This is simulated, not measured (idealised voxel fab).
The process module presented herein is designated voxel air gaps.
Section shown: cut. Width: 295 nm. Cell size: 5 nm, square.
Each cross-section below is a grid of square cells, stated as bands in top-down order, with one or more rows of cells making up each band. Quick guide to a band line: top height, bottom height (nm) up front; then every material left to right with its width in nm. Only one material and it's marked "all across"? Then it fills the band edge to edge. And "blank" just means empty space. Heights from 0 (as-received wafer is one material below). Bottom band endless downward, as "0 nm and below". Graded width ("30..40"): value in top row of band = first number; value in bottom row = second number; row-to-row change constant. For the purposes of this document, the phrase "no change occurred" attached to a step denotes that no cell within the cross-section was modified by that step. "Closed void catalog" lists enclosed empty spaces (at least 8 cells, no open path upward to the top), each as width x height at distance from the left edge, in nm. Read whatever lies past the settings on a step's line as the simulator's own remark about the step. overlay nm: how far to the right of its planned place the mask lay on this masked step (negative: to the left).

-- plan
1. RECEIVE with material Si
2. CONFORMAL_DEP with material SiO2, thk nm 15
3. CONFORMAL_DEP with material SiCN, thk nm 5
4. DIRECTIONAL_DEP with material SiO2, thk nm 40
5. PATTERN with tone open, mask id LINES, material resist, width nm 20, pitch nm 45, thk nm 15, overlay nm -15
6. DIRECTIONAL_ETCH with etch materials SiO2, depth nm 40
7. STRIP with etch materials resist
8. CONFORMAL_DEP with material TiN, thk nm 5
9. FILL_DEP with material Ru, thk nm 10
10. CMP with height nm 60
11. EPI with material Ru, thk nm 10
12. SELECTIVE_ETCH with etch materials SiO2, depth nm 50
13. CONFORMAL_DEP with material SiCN, thk nm 5
For clarity, it should be stated that the wafers under discussion commence in an identical condition and differ with respect to the overlay nm of step 5, the plan indicating the value that the first wafer had.

-- Here's the first of the wafers in cross-section, just as we got it, i.e. after step 1
* 0 nm and below: Si all across
* Closed void catalog: none

-- Basically each wafer gets a line in the table, showing it at the end of the module: material by material, the cells it gained (+) or lost (-) since we got it, then its closed voids
overlay nm -15, +120 Ru, +218 SiCN, +177 SiO2, +72 TiN, Closed void catalog: 15 x 30 at 80; 15 x 30 at 125; 15 x 30 at 170
overlay nm -10, +120 Ru, +218 SiCN, +177 SiO2, +72 TiN, Closed void catalog: 15 x 30 at 85; 15 x 30 at 130; 15 x 30 at 175
overlay nm -5, +120 Ru, +218 SiCN, +177 SiO2, +72 TiN, Closed void catalog: 15 x 30 at 90; 15 x 30 at 135; 15 x 30 at 180
overlay nm 0, +120 Ru, +218 SiCN, +177 SiO2, +72 TiN, Closed void catalog: 15 x 30 at 95; 15 x 30 at 140; 15 x 30 at 185
overlay nm 5, +120 Ru, +218 SiCN, +177 SiO2, +72 TiN, Closed void catalog: 15 x 30 at 100; 15 x 30 at 145; 15 x 30 at 190
overlay nm 10, +120 Ru, +218 SiCN, +177 SiO2, +72 TiN, Closed void catalog: 15 x 30 at 105; 15 x 30 at 150; 15 x 30 at 195
overlay nm 15, +120 Ru, +218 SiCN, +177 SiO2, +72 TiN, Closed void catalog: 15 x 30 at 110; 15 x 30 at 155; 15 x 30 at 200
